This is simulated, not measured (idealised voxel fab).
process module | voxel transistor to metal
cross-section cut | 155 nm wide | cells 5 nm
A cross-section is a grid of square cells, given in bands from the top down. A band is one or more rows of cells.
Each band's line starts with the height of the band's top and of its bottom, in nm. Then come its materials from left to right, each with its width in nm. One material with "throughout" fills the band from edge to edge. "air" is empty space.
Height 0 is the level under which the wafer as received is all one material. The lowest band goes on downwards, as in "0 down".
A width such as "30 to 40" changes by the same amount from each row of cells to the next, from the band's top row to its bottom row.
"no change" after a step means that no cell of the cross-section changed.
closed voids: empty space of 8 cells or more with no open way to the top, each as width x height at its distance from the left edge, in nm
after a step's settings: what the simulator itself notes on the step
overlay nm, on a step with a mask: how far to the right of its planned place the mask lay; to the left if negative
plan
1 op RECEIVE | material Si
2 op CONFORMAL_DEP | material SiO2 | thk nm 5
3 op CONFORMAL_DEP | material SiN | thk nm 15
4 op MASKED_ETCH | tone cover | mask id ACTIVE | width nm 120 | etch materials SiN | depth nm 15 | overlay nm 0
5 op MASKED_ETCH | tone cover | mask id ACTIVE | width nm 120 | etch materials SiO2 | depth nm 5 | overlay nm 0
6 op MASKED_ETCH | tone cover | mask id ACTIVE | width nm 120 | etch materials Si | depth nm 20 | overlay nm 0
7 op FILL_DEP | material SiO2 | thk nm 5
8 op CMP | height nm 20
9 op SELECTIVE_ETCH | etch materials SiO2 | depth nm 10
10 op STRIP | etch materials SiN
11 op SELECTIVE_ETCH | etch materials SiO2 | depth nm 5
12 op OXIDIZE | depth nm 5
13 op DIRECTIONAL_DEP | material polySi | thk nm 20
14 op DIRECTIONAL_DEP | material SiCN | thk nm 15
15 op PATTERN | tone cover | mask id GATE | material resist | width nm 30 | thk nm 15 | overlay nm 0
16 op DIRECTIONAL_ETCH | etch materials SiCN | depth nm 25
17 op DIRECTIONAL_ETCH | etch materials polySi | depth nm 30
18 op STRIP | etch materials resist
19 op CONFORMAL_DEP | material SiN | thk nm 5
20 op DIRECTIONAL_ETCH | etch materials SiN | depth nm 5
21 op DIRECTIONAL_ETCH | etch materials SiO2 | depth nm 5
22 op DIRECTIONAL_ETCH | etch materials Si | depth nm 15
23 op EPI | material SiGe | thk nm 15
24 op FILL_DEP | material SiO2 | thk nm 10
25 op CMP | height nm 20
26 op STRIP | etch materials polySi
27 op SELECTIVE_ETCH | etch materials SiO2 | depth nm 5
28 op CONFORMAL_DEP | material HfO2 | thk nm 5
29 op CONFORMAL_DEP | material TiN | thk nm 5
30 op FILL_DEP | material W | thk nm 10
31 op CMP | height nm 15
32 op DIRECTIONAL_DEP | material SiO2 | thk nm 15
33 op PATTERN | tone open | mask id CONTACT | material resist | width nm 20 | pitch nm 80 | thk nm 20 | overlay nm 0
34 op DIRECTIONAL_ETCH | etch materials SiO2 | depth nm 35
35 op STRIP | etch materials resist
36 op CONFORMAL_DEP | material TiN | thk nm 5
37 op FILL_DEP | material W | thk nm 5
38 op CMP | height nm 30
39 op DIRECTIONAL_DEP | material TiN | thk nm 5
40 op DIRECTIONAL_DEP | material Ru | thk nm 25
41 op MASKED_ETCH | tone cover | mask id METAL_1 | width nm 20 | pitch nm 80 | etch materials Ru | depth nm 25 | overlay nm 0
42 op MASKED_ETCH | tone cover | mask id METAL_1 | width nm 20 | pitch nm 80 | etch materials TiN | depth nm 5 | overlay nm 0
43 op FILL_DEP | material lowk | thk nm 10
44 op CMP | height nm 60
45 op CONFORMAL_DEP | material SiCN | thk nm 5
46 op DIRECTIONAL_DEP | material SiO2 | thk nm 35
47 op MASKED_ETCH | tone open | mask id METAL_2 | width nm 20 | pitch nm 80 | etch materials SiO2 | depth nm 20 | overlay nm 0
48 op DIRECTIONAL_DEP | material aC | thk nm 10
49 op PATTERN | tone open | mask id METAL_2_HOLES | material resist | width nm 15 | pitch nm 80 | thk nm 30 | overlay nm 0
50 op DIRECTIONAL_ETCH | etch materials aC | depth nm 10
51 op STRIP | etch materials resist
52 op DIRECTIONAL_ETCH | etch materials SiO2 | depth nm 15
53 op DIRECTIONAL_ETCH | etch materials SiCN | depth nm 5
54 op STRIP | etch materials aC
55 op CONFORMAL_DEP | material TiN | thk nm 5
56 op FILL_DEP | material Cu | thk nm 10
57 op CMP | height nm 100
58 op CONFORMAL_DEP | material SiCN | thk nm 5
as received, after step 1
  0 down: Si throughout
  closed voids: none
first wafer at the end, as planned
  105 to 100: SiCN throughout
  100 to 85: SiO2 25 | TiN 5 | Cu 10 | TiN 5 | SiO2 60 | TiN 5 | Cu 10 | TiN 5 | SiO2 30
  85 to 80: SiO2 25 | TiN 5 | Cu 5 | TiN 10 | SiO2 60 | TiN 5 | Cu 5 | TiN 10 | SiO2 30
  80 to 65: SiO2 25 | TiN 5 | Cu 5 | TiN 5 | SiO2 65 | TiN 5 | Cu 5 | TiN 5 | SiO2 35
  65 to 60: SiCN 25 | TiN 15 | SiCN 65 | TiN 15 | SiCN 35
  60 to 35: lowk 25 | Ru 20 | lowk 60 | Ru 20 | lowk 30
  35 to 30: lowk 25 | TiN 20 | lowk 60 | TiN 20 | lowk 30
  30 to 15: SiO2 25 | TiN 5 | W 10 | TiN 5 | SiO2 60 | TiN 5 | W 10 | TiN 5 | SiO2 30
  15 to 10: SiO2 25 | TiN 5 | W 5 | TiN 10 | SiO2 10 | SiN 5 | HfO2 5 | TiN 5 | W 10 | TiN 5 | HfO2 5 | SiN 5 | SiO2 10 | TiN 10 | W 5 | TiN 5 | SiO2 30
  10 to 5: SiO2 25 | TiN 5 | W 5 | TiN 5 | SiGe 15 | SiN 5 | HfO2 5 | TiN 5 | W 10 | TiN 5 | HfO2 5 | SiN 5 | SiGe 15 | TiN 5 | W 5 | TiN 5 | SiO2 30
  5 to 0: SiO2 10 | SiN 5 | SiO2 10 | TiN 5 | W 5 | TiN 5 | SiGe 15 | SiN 5 | HfO2 5 | TiN 20 | HfO2 5 | SiN 5 | SiGe 15 | TiN 5 | W 5 | TiN 5 | SiO2 10 | SiN 5 | SiO2 15
  0 to -5: SiO2 25 | TiN 15 | SiGe 15 | HfO2 40 | SiGe 15 | TiN 15 | SiO2 30
  -5 to -20: SiO2 15 | SiGe 40 | Si 40 | SiGe 40 | SiO2 20
  -20 down: Si throughout
  closed voids: none
second wafer at the end: like start, like plan, one mistake
  105 to 100: SiCN throughout
  100 to 85: SiO2 25 | TiN 5 | Cu 10 | TiN 5 | SiO2 60 | TiN 5 | Cu 10 | TiN 5 | SiO2 30
  85 to 80: SiO2 25 | TiN 5 | Cu 5 | TiN 10 | SiO2 60 | TiN 5 | Cu 5 | TiN 10 | SiO2 30
  80 to 65: SiO2 25 | TiN 5 | Cu 5 | TiN 5 | SiO2 65 | TiN 5 | Cu 5 | TiN 5 | SiO2 35
  65 to 60: SiCN 25 | TiN 15 | SiCN 65 | TiN 15 | SiCN 35
  60 to 35: lowk 25 | Ru 20 | lowk 60 | Ru 20 | lowk 30
  35 to 30: lowk 25 | TiN 20 | lowk 60 | TiN 20 | lowk 30
  30 to 15: SiO2 30 | TiN 5 | W 5 | TiN 5 | SiO2 65 | TiN 5 | W 5 | TiN 5 | SiO2 30
  15 to 10: SiO2 30 | TiN 15 | SiO2 10 | SiN 5 | HfO2 5 | TiN 5 | W 10 | TiN 5 | HfO2 5 | SiN 5 | SiO2 15 | TiN 5 | W 5 | TiN 5 | SiO2 30
  10 to 5: SiO2 30 | TiN 10 | SiGe 15 | SiN 5 | HfO2 5 | TiN 5 | W 10 | TiN 5 | HfO2 5 | SiN 5 | SiGe 15 | TiN 5 | W 5 | TiN 5 | SiO2 30
  5 to 0: SiO2 10 | SiN 5 | SiO2 15 | TiN 10 | SiGe 15 | SiN 5 | HfO2 5 | TiN 20 | HfO2 5 | SiN 5 | SiGe 15 | TiN 5 | W 5 | TiN 5 | SiO2 10 | SiN 5 | SiO2 15
  0 to -5: SiO2 30 | TiN 10 | SiGe 15 | HfO2 40 | SiGe 15 | TiN 15 | SiO2 30
  -5 to -20: SiO2 15 | SiGe 40 | Si 40 | SiGe 40 | SiO2 20
  -20 down: Si throughout
  closed voids: none
what went wrong: step 33 ran as: op PATTERN | tone open | mask id CONTACT | material resist | width nm 15 | pitch nm 80 | thk nm 20 | overlay nm 0
at the end the second wafer has, in cells: 11 more of SiO2 | 2 fewer of TiN | 9 fewer of W
